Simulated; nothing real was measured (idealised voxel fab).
Herein follows the process module entitled voxel lift off.
This is section cut - it's 285 nm across, gridded in 5 nm square cells.
Cross-section, as written here: a square-cell grid given band by band from the top down, where a band holds one or more rows of cells. Read a band's entry like this: the first values are the height of its top and the height of its bottom in nm, and what follows is the sequence of materials from left to right, each with its width in nm. Note that "air" is empty space, and that a single material marked "edge to edge" reaches across the band from edge to edge. The level at which height equals 0 is the one under which the wafer, as it arrives, is entirely one material. No lower edge exists for the bottom band, which continues downward and is notated as in "from 0 down". You'd read "30..40" like this: the band's top row of cells is as wide as the first number, its bottom row is as wide as the second, and going down, every row changes width by the same amount as the row before did. "no modification" after a step means that no cell of the cross-section changed. Look at "Trapped cavities" for the closed voids: empty spaces with no open path to the top, sized 8 cells or up. Each is width x height at distance, distance from the left edge, all nm. That trailing text on a step's line, after the settings, is the simulator's own remark on the step. Each step line may optionally specify "overlay nm", which for a step with a mask gives the rightward distance between the mask's planned place and where it lay, a negative value indicating the leftward direction.

STEPS PLANNED FOR THE PROCESS
1. RECEIVE, material Si
2. CONFORMAL_DEP, material Al2O3, thk nm 15
3. PATTERN, tone open, mask id LINES, material resist, width nm 25, pitch nm 40, thk nm 20, overlay nm -15
4. DIRECTIONAL_DEP, material Ru, thk nm 5
5. STRIP, etch materials resist
6. CONFORMAL_DEP, material SiO2, thk nm 10
For this document, wafers share an identical start and vary in the step 3 overlay nm; the plan quotes the first wafer's value.

CROSS-SECTION OF THE FIRST OF SEVERAL RECEIVED WAFERS, SHOWING ITS STATE AFTER STEP 1
- from 0 down | Si edge to edge
- Trapped cavities: none

DEPICTED HERE IS THE FIRST OF SEVERAL WAFERS IN CROSS-SECTION, AT MODULE COMPLETION FOLLOWING THE LAST STEP, STEP 6
- from 30 to 25 | 85 air | 85 SiO2 | 115 air
- from 25 to 20 | SiO2 edge to edge
- from 20 to 15 | 95 SiO2 | 25 Ru | 15 SiO2 | 25 Ru | 125 SiO2
- from 15 to 0 | Al2O3 edge to edge
- from 0 down | Si edge to edge
- Trapped cavities: none

LAST WAFER X-SEC, END OF MODULE
- from 30 to 25 | 115 air | 85 SiO2 | 85 air
- from 25 to 20 | SiO2 edge to edge
- from 20 to 15 | 125 SiO2 | 25 Ru | 15 SiO2 | 25 Ru | 95 SiO2
- from 15 to 0 | Al2O3 edge to edge
- from 0 down | Si edge to edge
- Trapped cavities: none

TAKE ANY ROW AND YOU HAVE A WAFER AT THE END OF THE MODULE: HOW MANY CELLS OF EACH MATERIAL IT HAS GAINED (+) OR LOST (-) SINCE IT WAS RECEIVED, AND THEN ITS CLOSED VOIDS
overlay nm -15; +171 Al2O3; +10 Ru; +121 SiO2; Trapped cavities: none
overlay nm -10; +171 Al2O3; +10 Ru; +121 SiO2; Trapped cavities: none
overlay nm -5; +171 Al2O3; +10 Ru; +121 SiO2; Trapped cavities: none
overlay nm 0; +171 Al2O3; +10 Ru; +121 SiO2; Trapped cavities: none
overlay nm 5; +171 Al2O3; +10 Ru; +121 SiO2; Trapped cavities: none
overlay nm 10; +171 Al2O3; +10 Ru; +121 SiO2; Trapped cavities: none
overlay nm 15; +171 Al2O3; +10 Ru; +121 SiO2; Trapped cavities: none
